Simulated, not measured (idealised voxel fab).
Process module, titled voxel self aligned contacts
Square cell edge 5 nm, section width 225 nm, ID cut.
Format of a cross-section: grid, square cells. Given as bands. Order: top down. Band: one or more rows of cells. A band entry consists of two parts. The first gives the height of the band's top and the height of its bottom, in nm. The rest lists the band's materials from left to right, each with its width in nm. A single material labelled with the word "everywhere" fills the band from edge to edge, and the word "empty" marks empty space. Beneath 0, the wafer as received is one material, and that level is where height counting begins. The lowest band goes on downward without a bottom; it is written like "from 0 down". Width spec "30->40" -> top row of cells at first value, bottom row at second value, equal per-row change in between. Step note "remained the same" = no cross-section cell changed. Under "Unvented voids" you'll find the enclosed gaps, the ones with no way out to the top, that are 8 cells or bigger; each reads width x height at distance, with distance counted from the left edge, everything in nm. The remark found on a step's line after its settings is issued by the simulator itself and pertains to that step. overlay nm: where the mask lay relative to plan, measured to the right, on steps with a mask; negatives go left. Pairs ahead. Before: cross-section ahead of one process step. After: cross-section once the step is done, shown to the lowest changed band only. Under each pair: that step, with settings. Caution: pairs may come from different runs of this module on the same starting wafer; a pair follows the pair above only where its "Before-step section" entry says so.

Before-step section:
    from 45 to 20 | 20 of empty  45 of SiN  25 of empty  45 of SiN  25 of empty  45 of SiN  20 of empty
    from 20 to 10 | 20 of empty  10 of SiN  25 of polySi  10 of SiN  25 of empty  10 of SiN  25 of polySi  10 of SiN  25 of empty  10 of SiN  25 of polySi  10 of SiN  20 of empty
    from 10 to 0 | 30 of SiN  25 of polySi  45 of SiN  25 of polySi  45 of SiN  25 of polySi  30 of SiN
    from 0 to -5 | SiO2 everywhere
    from -5 down | Si everywhere
    Unvented voids: none

Section, Post-Step:
    from 60 to 45 | SiO2 everywhere
    from 45 to 20 | 20 of SiO2  45 of SiN  25 of SiO2  45 of SiN  25 of SiO2  45 of SiN  20 of SiO2
    from 20 to 10 | 20 of SiO2  10 of SiN  25 of polySi  10 of SiN  25 of SiO2  10 of SiN  25 of polySi  10 of SiN  25 of SiO2  10 of SiN  25 of polySi  10 of SiN  20 of SiO2
    Nothing below the height 10 has changed.
    Unvented voids: none
The process step separating the two cross-sections depicted above is as follows: FILL_DEP: material SiO2, thk nm 15

Before-step section: same picture as after in the pair right above, so we don't repeat it.

Section, Post-Step:
    from 50 to 45 | SiO2 everywhere
    Nothing below the height 45 has changed.
    Unvented voids: none
The process step separating the two cross-sections depicted above is as follows: CMP: height nm 50

Before-step section: same picture as after in the pair right above, so we don't repeat it.

Section, Post-Step:
    from 60 to 50 | aC everywhere
    Nothing below the height 50 has changed.
    Unvented voids: none
The process step separating the two cross-sections depicted above is as follows: DIRECTIONAL_DEP: material aC, thk nm 10

Before-step section: same picture as after in the pair right above, so we don't repeat it.

Section, Post-Step:
    from 90 to 60 | 50 of resist  55 of empty  15 of resist  55 of empty  50 of resist
    Nothing below the height 60 has changed.
    Unvented voids: none
The process step separating the two cross-sections depicted above is as follows: PATTERN: tone open, mask id CONTACT, material resist, width nm 55, pitch nm 70, thk nm 30, overlay nm 0

Before-step section: same picture as after in the pair right above, so we don't repeat it.

Section, Post-Step:
    from 80 to 60 | 50 of resist  55 of empty  15 of resist  55 of empty  50 of resist
    from 60 to 50 | 50 of aC  55 of empty  15 of aC  55 of empty  50 of aC
    Nothing below the height 50 has changed.
    Unvented voids: none
The process step separating the two cross-sections depicted above is as follows: DIRECTIONAL_ETCH: etch materials aC, depth nm 10

Before-step section: same picture as after in the pair right above, so we don't repeat it.

Section, Post-Step:
    from 60 to 50 | 50 of aC  55 of empty  15 of aC  55 of empty  50 of aC
    Nothing below the height 50 has changed.
    Unvented voids: none
The process step separating the two cross-sections depicted above is as follows: STRIP: etch materials resist

Before-step section: same picture as after in the pair right above, so we don't repeat it.

Section, Post-Step:
    from 60 to 50 | 50 of aC  55 of empty  15 of aC  55 of empty  50 of aC
    from 50 to 45 | 50 of SiO2  55 of empty  15 of SiO2  55 of empty  50 of SiO2
    from 45 to 20 | 20 of SiO2  45 of SiN  25 of empty  45 of SiN  25 of empty  45 of SiN  20 of SiO2
    from 20 to 10 | 20 of SiO2  10 of SiN  25 of polySi  10 of SiN  25 of empty  10 of SiN  25 of polySi  10 of SiN  25 of empty  10 of SiN  25 of polySi  10 of SiN  20 of SiO2
    Nothing below the height 10 has changed.
    Unvented voids: none
The process step separating the two cross-sections depicted above is as follows: DIRECTIONAL_ETCH: etch materials SiO2, depth nm 55

Before-step section: same picture as after in the pair right above, so we don't repeat it.

Section, Post-Step:
    from 50 to 45 | 50 of SiO2  55 of empty  15 of SiO2  55 of empty  50 of SiO2
    Nothing below the height 45 has changed.
    Unvented voids: none
The process step separating the two cross-sections depicted above is as follows: STRIP: etch materials aC

Before-step section: same picture as after in the pair right above, so we don't repeat it.

Section, Post-Step:
    from 55 to 50 | 55 of TiN  45 of empty  25 of TiN  45 of empty  55 of TiN
    from 50 to 45 | 50 of SiO2  20 of TiN  15 of empty  20 of TiN  15 of SiO2  20 of TiN  15 of empty  20 of TiN  50 of SiO2
    from 45 to 20 | 20 of SiO2  45 of SiN  5 of TiN  15 of empty  5 of TiN  45 of SiN  5 of TiN  15 of empty  5 of TiN  45 of SiN  20 of SiO2
    from 20 to 15 | 20 of SiO2  10 of SiN  25 of polySi  10 of SiN  5 of TiN  15 of empty  5 of TiN  10 of SiN  25 of polySi  10 of SiN  5 of TiN  15 of empty  5 of TiN  10 of SiN  25 of polySi  10 of SiN  20 of SiO2
    from 15 to 10 | 20 of SiO2  10 of SiN  25 of polySi  10 of SiN  25 of TiN  10 of SiN  25 of polySi  10 of SiN  25 of TiN  10 of SiN  25 of polySi  10 of SiN  20 of SiO2
    Nothing below the height 10 has changed.
    Unvented voids: none
The process step separating the two cross-sections depicted above is as follows: CONFORMAL_DEP: material TiN, thk nm 5

Before-step section: same picture as after in the pair right above, so we don't repeat it.

Section, Post-Step:
    from 65 to 55 | Ru everywhere
    from 55 to 50 | 55 of TiN  45 of Ru  25 of TiN  45 of Ru  55 of TiN
    from 50 to 45 | 50 of SiO2  20 of TiN  15 of Ru  20 of TiN  15 of SiO2  20 of TiN  15 of Ru  20 of TiN  50 of SiO2
    from 45 to 20 | 20 of SiO2  45 of SiN  5 of TiN  15 of Ru  5 of TiN  45 of SiN  5 of TiN  15 of Ru  5 of TiN  45 of SiN  20 of SiO2
    from 20 to 15 | 20 of SiO2  10 of SiN  25 of polySi  10 of SiN  5 of TiN  15 of Ru  5 of TiN  10 of SiN  25 of polySi  10 of SiN  5 of TiN  15 of Ru  5 of TiN  10 of SiN  25 of polySi  10 of SiN  20 of SiO2
    Nothing below the height 15 has changed.
    Unvented voids: none
The process step separating the two cross-sections depicted above is as follows: FILL_DEP: material Ru, thk nm 10

Before-step section: same picture as after in the pair right above, so we don't repeat it.

Section, Post-Step:
    from 50 to 45 | 50 of SiO2  20 of TiN  15 of Ru  20 of TiN  15 of SiO2  20 of TiN  15 of Ru  20 of TiN  50 of SiO2
    Nothing below the height 45 has changed.
    Unvented voids: none
The process step separating the two cross-sections depicted above is as follows: CMP: height nm 50

Before-step section: same picture as after in the pair right above, so we don't repeat it.

Section, Post-Step:
    from 55 to 50 | SiN everywhere
    Nothing below the height 50 has changed.
    Unvented voids: none
The process step separating the two cross-sections depicted above is as follows: CONFORMAL_DEP: material SiN, thk nm 5

Before-step section:
    from 65 to 55 | Ru everywhere
    from 55 to 50 | 55 of TiN  45 of Ru  25 of TiN  45 of Ru  55 of TiN
    from 50 to 45 | 50 of SiO2  20 of TiN  15 of Ru  20 of TiN  15 of SiO2  20 of TiN  15 of Ru  20 of TiN  50 of SiO2
    from 45 to 20 | 20 of SiO2  45 of SiN  5 of TiN  15 of Ru  5 of TiN  45 of SiN  5 of TiN  15 of Ru  5 of TiN  45 of SiN  20 of SiO2
    from 20 to 0 | 20 of SiO2  10 of SiN  25 of polySi  10 of SiN  5 of TiN  15 of Ru  5 of TiN  10 of SiN  25 of polySi  10 of SiN  5 of TiN  15 of Ru  5 of TiN  10 of SiN  25 of polySi  10 of SiN  20 of SiO2
    from 0 to -5 | 65 of SiO2  25 of TiN  45 of SiO2  25 of TiN  65 of SiO2
    from -5 down | Si everywhere
    Unvented voids: none

Section, Post-Step:
    from 40 to 20 | 20 of SiO2  45 of SiN  5 of TiN  15 of Ru  5 of TiN  45 of SiN  5 of TiN  15 of Ru  5 of TiN  45 of SiN  20 of SiO2
    Nothing below the height 20 has changed.
    Unvented voids: none
The process step separating the two cross-sections depicted above is as follows: CMP: height nm 40

Before-step section: same picture as after in the pair right above, so we don't repeat it.

Section, Post-Step:
    from 45 to 40 | SiN everywhere
    Nothing below the height 40 has changed.
    Unvented voids: none
The process step separating the two cross-sections depicted above is as follows: CONFORMAL_DEP: material SiN, thk nm 5

Before-step section:
    from 60 to 50 | aC everywhere
    from 50 to 45 | SiO2 everywhere
    from 45 to 20 | 20 of SiO2  45 of SiN  25 of SiO2  45 of SiN  25 of SiO2  45 of SiN  20 of SiO2
    from 20 to 0 | 20 of SiO2  10 of SiN  25 of polySi  10 of SiN  25 of SiO2  10 of SiN  25 of polySi  10 of SiN  25 of SiO2  10 of SiN  25 of polySi  10 of SiN  20 of SiO2
    from 0 to -5 | SiO2 everywhere
    from -5 down | Si everywhere
    Unvented voids: none

Section, Post-Step:
    from 90 to 60 | 55 of resist  45 of empty  25 of resist  45 of empty  55 of resist
    Nothing below the height 60 has changed.
    Unvented voids: none
The process step separating the two cross-sections depicted above is as follows: PATTERN: tone open, mask id CONTACT, material resist, width nm 45, pitch nm 70, thk nm 30, overlay nm 0

Before-step section: same picture as after in the pair right above, so we don't repeat it.

Section, Post-Step:
    from 80 to 60 | 55 of resist  45 of empty  25 of resist  45 of empty  55 of resist
    from 60 to 50 | 55 of aC  45 of empty  25 of aC  45 of empty  55 of aC
    Nothing below the height 50 has changed.
    Unvented voids: none
The process step separating the two cross-sections depicted above is as follows: DIRECTIONAL_ETCH: etch materials aC, depth nm 10

Before-step section: same picture as after in the pair right above, so we don't repeat it.

Section, Post-Step:
    from 60 to 50 | 55 of aC  45 of empty  25 of aC  45 of empty  55 of aC
    Nothing below the height 50 has changed.
    Unvented voids: none
The process step separating the two cross-sections depicted above is as follows: STRIP: etch materials resist

Before-step section: same picture as after in the pair right above, so we don't repeat it.

Section, Post-Step:
    from 60 to 50 | 55 of aC  45 of empty  25 of aC  45 of empty  55 of aC
    from 50 to 45 | 55 of SiO2  45 of empty  25 of SiO2  45 of empty  55 of SiO2
    from 45 to 20 | 20 of SiO2  45 of SiN  25 of empty  45 of SiN  25 of empty  45 of SiN  20 of SiO2
    from 20 to 0 | 20 of SiO2  10 of SiN  25 of polySi  10 of SiN  25 of empty  10 of SiN  25 of polySi  10 of SiN  25 of empty  10 of SiN  25 of polySi  10 of SiN  20 of SiO2
    from 0 to -5 | 65 of SiO2  25 of empty  45 of SiO2  25 of empty  65 of SiO2
    Nothing below the height -5 has changed.
    Unvented voids: none
The process step separating the two cross-sections depicted above is as follows: DIRECTIONAL_ETCH: etch materials SiO2, depth nm 55

Before-step section: same picture as after in the pair right above, so we don't repeat it.

Section, Post-Step:
    from 50 to 45 | 55 of SiO2  45 of empty  25 of SiO2  45 of empty  55 of SiO2
    Nothing below the height 45 has changed.
    Unvented voids: none
The process step separating the two cross-sections depicted above is as follows: STRIP: etch materials aC

Before-step section: same picture as after in the pair right above, so we don't repeat it.

Section, Post-Step:
    from 55 to 50 | 60 of TiN  35 of empty  35 of TiN  35 of empty  60 of TiN
    from 50 to 45 | 55 of SiO2  15 of TiN  15 of empty  15 of TiN  25 of SiO2  15 of TiN  15 of empty  15 of TiN  55 of SiO2
    from 45 to 20 | 20 of SiO2  45 of SiN  5 of TiN  15 of empty  5 of TiN  45 of SiN  5 of TiN  15 of empty  5 of TiN  45 of SiN  20 of SiO2
    from 20 to 0 | 20 of SiO2  10 of SiN  25 of polySi  10 of SiN  5 of TiN  15 of empty  5 of TiN  10 of SiN  25 of polySi  10 of SiN  5 of TiN  15 of empty  5 of TiN  10 of SiN  25 of polySi  10 of SiN  20 of SiO2
    from 0 to -5 | 65 of SiO2  25 of TiN  45 of SiO2  25 of TiN  65 of SiO2
    Nothing below the height -5 has changed.
    Unvented voids: none
The process step separating the two cross-sections depicted above is as follows: CONFORMAL_DEP: material TiN, thk nm 5

Before-step section: same picture as after in the pair right above, so we don't repeat it.

Section, Post-Step:
    from 65 to 55 | Ru everywhere
    from 55 to 50 | 60 of TiN  35 of Ru  35 of TiN  35 of Ru  60 of TiN
    from 50 to 45 | 55 of SiO2  15 of TiN  15 of Ru  15 of TiN  25 of SiO2  15 of TiN  15 of Ru  15 of TiN  55 of SiO2
    from 45 to 20 | 20 of SiO2  45 of SiN  5 of TiN  15 of Ru  5 of TiN  45 of SiN  5 of TiN  15 of Ru  5 of TiN  45 of SiN  20 of SiO2
    from 20 to 0 | 20 of SiO2  10 of SiN  25 of polySi  10 of SiN  5 of TiN  15 of Ru  5 of TiN  10 of SiN  25 of polySi  10 of SiN  5 of TiN  15 of Ru  5 of TiN  10 of SiN  25 of polySi  10 of SiN  20 of SiO2
    Nothing below the height 0 has changed.
    Unvented voids: none
The process step separating the two cross-sections depicted above is as follows: FILL_DEP: material Ru, thk nm 10

Before-step section: same picture as after in the pair right above, so we don't repeat it.

Section, Post-Step:
    from 50 to 45 | 55 of SiO2  15 of TiN  15 of Ru  15 of TiN  25 of SiO2  15 of TiN  15 of Ru  15 of TiN  55 of SiO2
    Nothing below the height 45 has changed.
    Unvented voids: none
The process step separating the two cross-sections depicted above is as follows: CMP: height nm 50

Before-step section: same picture as after in the pair right above, so we don't repeat it.

Section, Post-Step:
    from 55 to 50 | SiN everywhere
    Nothing below the height 50 has changed.
    Unvented voids: none
The process step separating the two cross-sections depicted above is as follows: CONFORMAL_DEP: material SiN, thk nm 5

Before-step section:
    from 60 to 50 | aC everywhere
    from 50 to 45 | SiO2 everywhere
    from 45 to 20 | 20 of SiO2  45 of SiN  25 of SiO2  45 of SiN  25 of SiO2  45 of SiN  20 of SiO2
    from 20 to 0 | 20 of SiO2  10 of SiN  25 of polySi  10 of SiN  25 of SiO2  10 of SiN  25 of polySi  10 of SiN  25 of SiO2  10 of SiN  25 of polySi  10 of SiN  20 of SiO2
    from 0 to -5 | SiO2 everywhere
    from -5 down | Si everywhere
    Unvented voids: none

Section, Post-Step:
    from 90 to 60 | 45 of resist  55 of empty  15 of resist  55 of empty  55 of resist
    Nothing below the height 60 has changed.
    Unvented voids: none
The process step separating the two cross-sections depicted above is as follows: PATTERN: tone open, mask id CONTACT, material resist, width nm 55, pitch nm 70, thk nm 30, overlay nm -5

Before-step section: same picture as after in the pair right above, so we don't repeat it.

Section, Post-Step:
    from 80 to 60 | 45 of resist  55 of empty  15 of resist  55 of empty  55 of resist
    from 60 to 50 | 45 of aC  55 of empty  15 of aC  55 of empty  55 of aC
    Nothing below the height 50 has changed.
    Unvented voids: none
The process step separating the two cross-sections depicted above is as follows: DIRECTIONAL_ETCH: etch materials aC, depth nm 10

Before-step section: same picture as after in the pair right above, so we don't repeat it.

Section, Post-Step:
    from 60 to 50 | 45 of aC  55 of empty  15 of aC  55 of empty  55 of aC
    Nothing below the height 50 has changed.
    Unvented voids: none
The process step separating the two cross-sections depicted above is as follows: STRIP: etch materials resist

Before-step section: same picture as after in the pair right above, so we don't repeat it.

Section, Post-Step:
    from 60 to 50 | 45 of aC  55 of empty  15 of aC  55 of empty  55 of aC
    from 50 to 45 | 45 of SiO2  55 of empty  15 of SiO2  55 of empty  55 of SiO2
    from 45 to 20 | 20 of SiO2  45 of SiN  25 of empty  45 of SiN  25 of empty  45 of SiN  20 of SiO2
    from 20 to 0 | 20 of SiO2  10 of SiN  25 of polySi  10 of SiN  25 of empty  10 of SiN  25 of polySi  10 of SiN  25 of empty  10 of SiN  25 of polySi  10 of SiN  20 of SiO2
    from 0 to -5 | 65 of SiO2  25 of empty  45 of SiO2  25 of empty  65 of SiO2
    Nothing below the height -5 has changed.
    Unvented voids: none
The process step separating the two cross-sections depicted above is as follows: DIRECTIONAL_ETCH: etch materials SiO2, depth nm 55

Before-step section: same picture as after in the pair right above, so we don't repeat it.

Section, Post-Step:
    from 50 to 45 | 45 of SiO2  55 of empty  15 of SiO2  55 of empty  55 of SiO2
    Nothing below the height 45 has changed.
    Unvented voids: none
The process step separating the two cross-sections depicted above is as follows: STRIP: etch materials aC

Before-step section: same picture as after in the pair right above, so we don't repeat it.

Section, Post-Step:
    from 55 to 50 | 50 of TiN  45 of empty  25 of TiN  45 of empty  60 of TiN
    from 50 to 45 | 45 of SiO2  25 of TiN  15 of empty  15 of TiN  15 of SiO2  25 of TiN  15 of empty  15 of TiN  55 of SiO2
    from 45 to 20 | 20 of SiO2  45 of SiN  5 of TiN  15 of empty  5 of TiN  45 of SiN  5 of TiN  15 of empty  5 of TiN  45 of SiN  20 of SiO2
    from 20 to 0 | 20 of SiO2  10 of SiN  25 of polySi  10 of SiN  5 of TiN  15 of empty  5 of TiN  10 of SiN  25 of polySi  10 of SiN  5 of TiN  15 of empty  5 of TiN  10 of SiN  25 of polySi  10 of SiN  20 of SiO2
    from 0 to -5 | 65 of SiO2  25 of TiN  45 of SiO2  25 of TiN  65 of SiO2
    Nothing below the height -5 has changed.
    Unvented voids: none
The process step separating the two cross-sections depicted above is as follows: CONFORMAL_DEP: material TiN, thk nm 5

Before-step section: same picture as after in the pair right above, so we don't repeat it.

Section, Post-Step:
    from 65 to 55 | Ru everywhere
    from 55 to 50 | 50 of TiN  45 of Ru  25 of TiN  45 of Ru  60 of TiN
    from 50 to 45 | 45 of SiO2  25 of TiN  15 of Ru  15 of TiN  15 of SiO2  25 of TiN  15 of Ru  15 of TiN  55 of SiO2
    from 45 to 20 | 20 of SiO2  45 of SiN  5 of TiN  15 of Ru  5 of TiN  45 of SiN  5 of TiN  15 of Ru  5 of TiN  45 of SiN  20 of SiO2
    from 20 to 0 | 20 of SiO2  10 of SiN  25 of polySi  10 of SiN  5 of TiN  15 of Ru  5 of TiN  10 of SiN  25 of polySi  10 of SiN  5 of TiN  15 of Ru  5 of TiN  10 of SiN  25 of polySi  10 of SiN  20 of SiO2
    Nothing below the height 0 has changed.
    Unvented voids: none
The process step separating the two cross-sections depicted above is as follows: FILL_DEP: material Ru, thk nm 10

Before-step section: same picture as after in the pair right above, so we don't repeat it.

Section, Post-Step:
    from 50 to 45 | 45 of SiO2  25 of TiN  15 of Ru  15 of TiN  15 of SiO2  25 of TiN  15 of Ru  15 of TiN  55 of SiO2
    Nothing below the height 45 has changed.
    Unvented voids: none
The process step separating the two cross-sections depicted above is as follows: CMP: height nm 50

Before-step section: same picture as after in the pair right above, so we don't repeat it.

Section, Post-Step:
    from 55 to 50 | SiN everywhere
    Nothing below the height 50 has changed.
    Unvented voids: none
The process step separating the two cross-sections depicted above is as follows: CONFORMAL_DEP: material SiN, thk nm 5

Before-step section:
    from 50 to 45 | 50 of SiO2  55 of empty  15 of SiO2  55 of empty  50 of SiO2
    from 45 to 20 | 20 of SiO2  45 of SiN  25 of empty  45 of SiN  25 of empty  45 of SiN  20 of SiO2
    from 20 to 0 | 20 of SiO2  10 of SiN  25 of polySi  10 of SiN  25 of empty  10 of SiN  25 of polySi  10 of SiN  25 of empty  10 of SiN  25 of polySi  10 of SiN  20 of SiO2
    from 0 to -5 | 65 of SiO2  25 of empty  45 of SiO2  25 of empty  65 of SiO2
    from -5 down | Si everywhere
    Unvented voids: none

Section, Post-Step:
    from 55 to 50 | 55 of SiN  45 of empty  25 of SiN  45 of empty  55 of SiN
    from 50 to 45 | 50 of SiO2  20 of SiN  15 of empty  20 of SiN  15 of SiO2  20 of SiN  15 of empty  20 of SiN  50 of SiO2
    from 45 to 20 | 20 of SiO2  50 of SiN  15 of empty  55 of SiN  15 of empty  50 of SiN  20 of SiO2
    from 20 to 0 | 20 of SiO2  10 of SiN  25 of polySi  15 of SiN  15 of empty  15 of SiN  25 of polySi  15 of SiN  15 of empty  15 of SiN  25 of polySi  10 of SiN  20 of SiO2
    from 0 to -5 | 65 of SiO2  25 of SiN  45 of SiO2  25 of SiN  65 of SiO2
    Nothing below the height -5 has changed.
    Unvented voids: none
The process step separating the two cross-sections depicted above is as follows: CONFORMAL_DEP: material SiN, thk nm 5

Before-step section: same picture as after in the pair right above, so we don't repeat it.

Section, Post-Step:
    from 65 to 55 | Ru everywhere
    from 55 to 50 | 55 of SiN  45 of Ru  25 of SiN  45 of Ru  55 of SiN
    from 50 to 45 | 50 of SiO2  20 of SiN  15 of Ru  20 of SiN  15 of SiO2  20 of SiN  15 of Ru  20 of SiN  50 of SiO2
    from 45 to 20 | 20 of SiO2  50 of SiN  15 of Ru  55 of SiN  15 of Ru  50 of SiN  20 of SiO2
    from 20 to 0 | 20 of SiO2  10 of SiN  25 of polySi  15 of SiN  15 of Ru  15 of SiN  25 of polySi  15 of SiN  15 of Ru  15 of SiN  25 of polySi  10 of SiN  20 of SiO2
    Nothing below the height 0 has changed.
    Unvented voids: none
The process step separating the two cross-sections depicted above is as follows: FILL_DEP: material Ru, thk nm 10

Before-step section: same picture as after in the pair right above, so we don't repeat it.

Section, Post-Step:
    from 50 to 45 | 50 of SiO2  20 of SiN  15 of Ru  20 of SiN  15 of SiO2  20 of SiN  15 of Ru  20 of SiN  50 of SiO2
    Nothing below the height 45 has changed.
    Unvented voids: none
The process step separating the two cross-sections depicted above is as follows: CMP: height nm 50

Before-step section: same picture as after in the pair right above, so we don't repeat it.

Section, Post-Step:
    from 55 to 50 | SiN everywhere
    Nothing below the height 50 has changed.
    Unvented voids: none
The process step separating the two cross-sections depicted above is as follows: CONFORMAL_DEP: material SiN, thk nm 5

Before-step section:
    from 55 to 45 | aC everywhere
    from 45 to 20 | SiN everywhere
    from 20 to 0 | polySi everywhere
    from 0 to -5 | SiO2 everywhere
    from -5 down | Si everywhere
    Unvented voids: none

Section, Post-Step:
    from 80 to 55 | 30 of resist  25 of empty  45 of resist  25 of empty  45 of resist  25 of empty  30 of resist
    Nothing below the height 55 has changed.
    Unvented voids: none
The process step separating the two cross-sections depicted above is as follows: PATTERN: tone open, mask id GATE, material resist, width nm 25, pitch nm 70, thk nm 25, overlay nm 0

Before-step section: same picture as after in the pair right above, so we don't repeat it.

Section, Post-Step:
    from 70 to 55 | 30 of resist  25 of empty  45 of resist  25 of empty  45 of resist  25 of empty  30 of resist
    from 55 to 45 | 30 of aC  25 of empty  45 of aC  25 of empty  45 of aC  25 of empty  30 of aC
    Nothing below the height 45 has changed.
    Unvented voids: none
The process step separating the two cross-sections depicted above is as follows: DIRECTIONAL_ETCH: etch materials aC, depth nm 10

Before-step section: same picture as after in the pair right above, so we don't repeat it.

Section, Post-Step:
    from 55 to 45 | 30 of aC  25 of empty  45 of aC  25 of empty  45 of aC  25 of empty  30 of aC
    Nothing below the height 45 has changed.
    Unvented voids: none
The process step separating the two cross-sections depicted above is as follows: STRIP: etch materials resist

Before-step section: same picture as after in the pair right above, so we don't repeat it.

Section, Post-Step:
    from 55 to 45 | 30 of aC  25 of empty  45 of aC  25 of empty  45 of aC  25 of empty  30 of aC
    from 45 to 20 | 30 of SiN  25 of empty  45 of SiN  25 of empty  45 of SiN  25 of empty  30 of SiN
    Nothing below the height 20 has changed.
    Unvented voids: none
The process step separating the two cross-sections depicted above is as follows: DIRECTIONAL_ETCH: etch materials SiN, depth nm 25

Before-step section: same picture as after in the pair right above, so we don't repeat it.

Section, Post-Step:
    from 55 to 45 | 30 of aC  25 of empty  45 of aC  25 of empty  45 of aC  25 of empty  30 of aC
    from 45 to 20 | 30 of SiN  25 of empty  45 of SiN  25 of empty  45 of SiN  25 of empty  30 of SiN
    from 20 to 0 | 30 of polySi  25 of empty  45 of polySi  25 of empty  45 of polySi  25 of empty  30 of polySi
    Nothing below the height 0 has changed.
    Unvented voids: none
The process step separating the two cross-sections depicted above is as follows: DIRECTIONAL_ETCH: etch materials polySi, depth nm 20

Before-step section: same picture as after in the pair right above, so we don't repeat it.

Section, Post-Step:
    from 45 to 20 | 30 of SiN  25 of empty  45 of SiN  25 of empty  45 of SiN  25 of empty  30 of SiN
    Nothing below the height 20 has changed.
    Unvented voids: none
The process step separating the two cross-sections depicted above is as follows: STRIP: etch materials aC

Before-step section: same picture as after in the pair right above, so we don't repeat it.

Section, Post-Step:
    from 55 to 20 | 40 of SiN  5 of empty  65 of SiN  5 of empty  65 of SiN  5 of empty  40 of SiN
    from 20 to 10 | 30 of polySi  10 of SiN  5 of empty  10 of SiN  45 of polySi  10 of SiN  5 of empty  10 of SiN  45 of polySi  10 of SiN  5 of empty  10 of SiN  30 of polySi
    from 10 to 0 | 30 of polySi  25 of SiN  45 of polySi  25 of SiN  45 of polySi  25 of SiN  30 of polySi
    Nothing below the height 0 has changed.
    Unvented voids: none
The process step separating the two cross-sections depicted above is as follows: CONFORMAL_DEP: material SiN, thk nm 10

Before-step section: same picture as after in the pair right above, so we don't repeat it.

Section, Post-Step:
    from 45 to 20 | 40 of SiN  5 of empty  65 of SiN  5 of empty  65 of SiN  5 of empty  40 of SiN
    from 20 to 0 | 30 of polySi  10 of SiN  5 of empty  10 of SiN  45 of polySi  10 of SiN  5 of empty  10 of SiN  45 of polySi  10 of SiN  5 of empty  10 of SiN  30 of polySi
    Nothing below the height 0 has changed.
    Unvented voids: none
The process step separating the two cross-sections depicted above is as follows: DIRECTIONAL_ETCH: etch materials SiN, depth nm 10

Before-step section: same picture as after in the pair right above, so we don't repeat it.

Section, Post-Step:
    from 60 to 45 | SiO2 everywhere
    from 45 to 20 | 40 of SiN  5 of SiO2  65 of SiN  5 of SiO2  65 of SiN  5 of SiO2  40 of SiN
    from 20 to 0 | 30 of polySi  10 of SiN  5 of SiO2  10 of SiN  45 of polySi  10 of SiN  5 of SiO2  10 of SiN  45 of polySi  10 of SiN  5 of SiO2  10 of SiN  30 of polySi
    Nothing below the height 0 has changed.
    Unvented voids: none
The process step separating the two cross-sections depicted above is as follows: FILL_DEP: material SiO2, thk nm 15

Before-step section: same picture as after in the pair right above, so we don't repeat it.

Section, Post-Step:
    from 50 to 45 | SiO2 everywhere
    Nothing below the height 45 has changed.
    Unvented voids: none
The process step separating the two cross-sections depicted above is as follows: CMP: height nm 50

Before-step section: same picture as after in the pair right above, so we don't repeat it.

Section, Post-Step:
    from 60 to 50 | aC everywhere
    Nothing below the height 50 has changed.
    Unvented voids: none
The process step separating the two cross-sections depicted above is as follows: DIRECTIONAL_DEP: material aC, thk nm 10

Before-step section: same picture as after in the pair right above, so we don't repeat it.

Section, Post-Step:
    from 90 to 60 | 50 of resist  55 of empty  15 of resist  55 of empty  50 of resist
    Nothing below the height 60 has changed.
    Unvented voids: none
The process step separating the two cross-sections depicted above is as follows: PATTERN: tone open, mask id CONTACT, material resist, width nm 55, pitch nm 70, thk nm 30, overlay nm 0

Before-step section: same picture as after in the pair right above, so we don't repeat it.

Section, Post-Step:
    from 80 to 60 | 50 of resist  55 of empty  15 of resist  55 of empty  50 of resist
    from 60 to 50 | 50 of aC  55 of empty  15 of aC  55 of empty  50 of aC
    Nothing below the height 50 has changed.
    Unvented voids: none
The process step separating the two cross-sections depicted above is as follows: DIRECTIONAL_ETCH: etch materials aC, depth nm 10

Before-step section: same picture as after in the pair right above, so we don't repeat it.

Section, Post-Step:
    from 60 to 50 | 50 of aC  55 of empty  15 of aC  55 of empty  50 of aC
    Nothing below the height 50 has changed.
    Unvented voids: none
The process step separating the two cross-sections depicted above is as follows: STRIP: etch materials resist

Before-step section: same picture as after in the pair right above, so we don't repeat it.

Section, Post-Step:
    from 60 to 50 | 50 of aC  55 of empty  15 of aC  55 of empty  50 of aC
    from 50 to 45 | 50 of SiO2  55 of empty  15 of SiO2  55 of empty  50 of SiO2
    Nothing below the height 45 has changed.
    Unvented voids: none
The process step separating the two cross-sections depicted above is as follows: DIRECTIONAL_ETCH: etch materials SiO2, depth nm 55

Before-step section: same picture as after in the pair right above, so we don't repeat it.

Section, Post-Step:
    from 50 to 45 | 50 of SiO2  55 of empty  15 of SiO2  55 of empty  50 of SiO2
    Nothing below the height 45 has changed.
    Unvented voids: none
The process step separating the two cross-sections depicted above is as follows: STRIP: etch materials aC

Before-step section: same picture as after in the pair right above, so we don't repeat it.

Section, Post-Step:
    from 55 to 50 | 55 of TiN  45 of empty  25 of TiN  45 of empty  55 of TiN
    from 50 to 45 | 50 of SiO2  55 of TiN  15 of SiO2  55 of TiN  50 of SiO2
    Nothing below the height 45 has changed.
    Unvented voids: none
The process step separating the two cross-sections depicted above is as follows: CONFORMAL_DEP: material TiN, thk nm 5

Before-step section: same picture as after in the pair right above, so we don't repeat it.

Section, Post-Step:
    from 65 to 55 | Ru everywhere
    from 55 to 50 | 55 of TiN  45 of Ru  25 of TiN  45 of Ru  55 of TiN
    Nothing below the height 50 has changed.
    Unvented voids: none
The process step separating the two cross-sections depicted above is as follows: FILL_DEP: material Ru, thk nm 10

Before-step section: same picture as after in the pair right above, so we don't repeat it.

Section, Post-Step:
    from 50 to 45 | 50 of SiO2  55 of TiN  15 of SiO2  55 of TiN  50 of SiO2
    Nothing below the height 45 has changed.
    Unvented voids: none
The process step separating the two cross-sections depicted above is as follows: CMP: height nm 50

Before-step section: same picture as after in the pair right above, so we don't repeat it.

Section, Post-Step:
    from 55 to 50 | SiN everywhere
    Nothing below the height 50 has changed.
    Unvented voids: none
The process step separating the two cross-sections depicted above is as follows: CONFORMAL_DEP: material SiN, thk nm 5
